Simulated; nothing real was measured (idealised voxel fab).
Proc. module: voxel released beams
Cross-sectional view cut (width: 145 nm; square cell size: 5 nm).
Cross-section format: a grid of square cells, given as bands from top to bottom; each band is one or more rows of cells.
Within each band entry, the heights of the top and of the bottom of the band appear first, in that order and in nm; the materials of the band then follow from left to right, each with its corresponding width in nm. The designation "full width" on a single material indicates that it fills the band from edge to edge; the designation "air" indicates empty space.
Heights from 0 (as-received wafer is one material below). Bottom band endless downward, as "0 -> down".
When a width is written as two numbers, as in "30..40", the first number is the width in the top row of cells of the band and the second is the width in its bottom row, and the width changes by the same amount from each row to the next.
The cross-section has no changed cell in any step marked "no change".
Reported under the label "Closed void table" are the empty spaces having no open way to the top and comprising 8 cells or more; the notation for each is width x height at distance, in which the distance is measured from the left edge and all three values are in nm.
Post-settings text on a step line: simulator's own remark regarding the step.
overlay nm: mask right of planned place by this much (step with mask). Neg. = left.
The process steps that were planned are listed below:
1 RECEIVE with material Si
2 CONFORMAL_DEP with material SiN, thk nm 10
3 DIRECTIONAL_DEP with material SiO2, thk nm 10
4 DIRECTIONAL_DEP with material aC, thk nm 10
5 PATTERN with tone open, mask id ANCHOR, material resist, width nm 30, thk nm 30, overlay nm 0
6 DIRECTIONAL_ETCH with etch materials aC, depth nm 10
7 STRIP with etch materials resist
8 DIRECTIONAL_ETCH with etch materials SiO2, depth nm 10
9 STRIP with etch materials aC
10 CONFORMAL_DEP with material TiN, thk nm 10
11 DIRECTIONAL_DEP with material aC, thk nm 15
12 PATTERN with tone cover, mask id BEAM, material resist, width nm 90, thk nm 35, overlay nm 0
13 DIRECTIONAL_ETCH with etch materials aC, depth nm 15
14 STRIP with etch materials resist
15 DIRECTIONAL_ETCH with etch materials TiN, depth nm 10
16 STRIP with etch materials aC
17 STRIP with etch materials SiO2
Cross-sectional view of the wafer in its as-received condition, corresponding to the state after step 1:
* 0 -> down: Si full width
* Closed void table: none
Here's the cross-section of the first of our two wafers at the end of the module - it ran as planned:
* 30 -> 20: air 25 | TiN 15 | air 10 | TiN 65 | air 30
* 20 -> 10: air 30 | TiN 30 | air 85
* 10 -> 0: SiN full width
* 0 -> down: Si full width
* Closed void table: none
Cross-sectional image of the second wafer of the two following completion of the module. Starting state and process plan were the same as for the first wafer; one execution error occurred:
* 30 -> 20: air 25 | TiN 90 | air 30
* 20 -> 10: SiN full width
* 10 -> 0: SiO2 full width
* 0 -> down: Si full width
* Closed void table: none
Deviation from plan: the executed order of steps 2 and 3 is the reverse of that specified in the plan, each step having taken the other's position
Wafer comparison, final, in cells, second relative to first, materials more or fewer: SiO2: 58 more | TiN: 8 fewer
